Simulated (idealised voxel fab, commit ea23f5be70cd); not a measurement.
process module | voxel trench capacitor
cross-section cut | 225 nm wide | cells 5 nm
A cross-section is a grid of square cells, given in bands from the top down. A band is one or more rows of cells.
Each band's line starts with the height of the band's top and of its bottom, in nm. Then come its materials from left to right, each with its width in nm. One material with "throughout" fills the band from edge to edge. "air" is empty space.
Height 0 is the level under which the wafer as received is all one material. The lowest band goes on downwards, as in "0 down".
A width such as "30 to 40" changes by the same amount from each row of cells to the next, from the band's top row to its bottom row.
"no change" after a step means that no cell of the cross-section changed.
closed voids: empty space of 8 cells or more with no open way to the top, each as width x height at its distance from the left edge, in nm
after a step's settings: what the simulator itself notes on the step
overlay nm, on a step with a mask: how far to the right of its planned place the mask lay; to the left if negative
plan
1 op RECEIVE | material Si
2 op CONFORMAL_DEP | material SiN | thk nm 10
3 op MASKED_ETCH | tone open | mask id TRENCH | width nm 15 | pitch nm 45 | etch materials SiN | depth nm 10 | overlay nm 0
4 op MASKED_ETCH | tone open | mask id TRENCH | width nm 15 | pitch nm 45 | etch materials Si | depth nm 40 | overlay nm 0
5 op CONFORMAL_DEP | material SiO2 | thk nm 5
6 op FILL_DEP | material polySi | thk nm 5
7 op CMP | height nm 10
first wafer, as planned
as received, after step 1
  0 down: Si throughout
  closed voids: none
after step 2
  10 to 0: SiN throughout
  below 0: unchanged
after step 3
  10 to 0: SiN 80 | air 15 | SiN 30 | air 15 | SiN 85
  below 0: unchanged
after step 4
  10 to 0: SiN 80 | air 15 | SiN 30 | air 15 | SiN 85
  0 to -40: Si 80 | air 15 | Si 30 | air 15 | Si 85
  below -40: unchanged
after step 5
  15 to 10: SiO2 85 | air 5 | SiO2 40 | air 5 | SiO2 90
  10 to 0: SiN 80 | SiO2 5 | air 5 | SiO2 5 | SiN 30 | SiO2 5 | air 5 | SiO2 5 | SiN 85
  0 to -35: Si 80 | SiO2 5 | air 5 | SiO2 5 | Si 30 | SiO2 5 | air 5 | SiO2 5 | Si 85
  -35 to -40: Si 80 | SiO2 15 | Si 30 | SiO2 15 | Si 85
  below -40: unchanged
after step 6
  20 to 15: polySi throughout
  15 to 10: SiO2 85 | polySi 5 | SiO2 40 | polySi 5 | SiO2 90
  10 to 0: SiN 80 | SiO2 5 | polySi 5 | SiO2 5 | SiN 30 | SiO2 5 | polySi 5 | SiO2 5 | SiN 85
  0 to -35: Si 80 | SiO2 5 | polySi 5 | SiO2 5 | Si 30 | SiO2 5 | polySi 5 | SiO2 5 | Si 85
  below -35: unchanged
after step 7
  10 to 0: SiN 80 | SiO2 5 | polySi 5 | SiO2 5 | SiN 30 | SiO2 5 | polySi 5 | SiO2 5 | SiN 85
  below 0: unchanged
second wafer: like start, like plan, one mistake. Through step 3 it matches the first wafer
when step 4 should have ended
  10 to 0: SiN 80 | air 15 | SiN 30 | air 15 | SiN 85
  0 to -40: Si 80 | air 10 | Si 35 | air 10 | Si 90
  below -40: unchanged
when step 5 should have ended
  15 to 10: SiO2 85 | air 5 | SiO2 40 | air 5 | SiO2 90
  10 to 5: SiN 80 | SiO2 5 | air 5 | SiO2 5 | SiN 30 | SiO2 5 | air 5 | SiO2 5 | SiN 85
  5 to 0: SiN 80 | SiO2 15 | SiN 30 | SiO2 15 | SiN 85
  0 to -40: Si 80 | SiO2 10 | Si 35 | SiO2 10 | Si 90
  below -40: unchanged
when step 6 should have ended
  20 to 15: polySi throughout
  15 to 10: SiO2 85 | polySi 5 | SiO2 40 | polySi 5 | SiO2 90
  10 to 5: SiN 80 | SiO2 5 | polySi 5 | SiO2 5 | SiN 30 | SiO2 5 | polySi 5 | SiO2 5 | SiN 85
  below 5: unchanged
when step 7 should have ended
  10 to 5: SiN 80 | SiO2 5 | polySi 5 | SiO2 5 | SiN 30 | SiO2 5 | polySi 5 | SiO2 5 | SiN 85
  below 5: unchanged
what went wrong: step 4 ran as: op MASKED_ETCH | tone open | mask id TRENCH | width nm 15 | pitch nm 45 | etch materials Si | depth nm 40 | overlay nm -5
at the end the second wafer has, in cells: 16 more of Si | 16 fewer of polySi
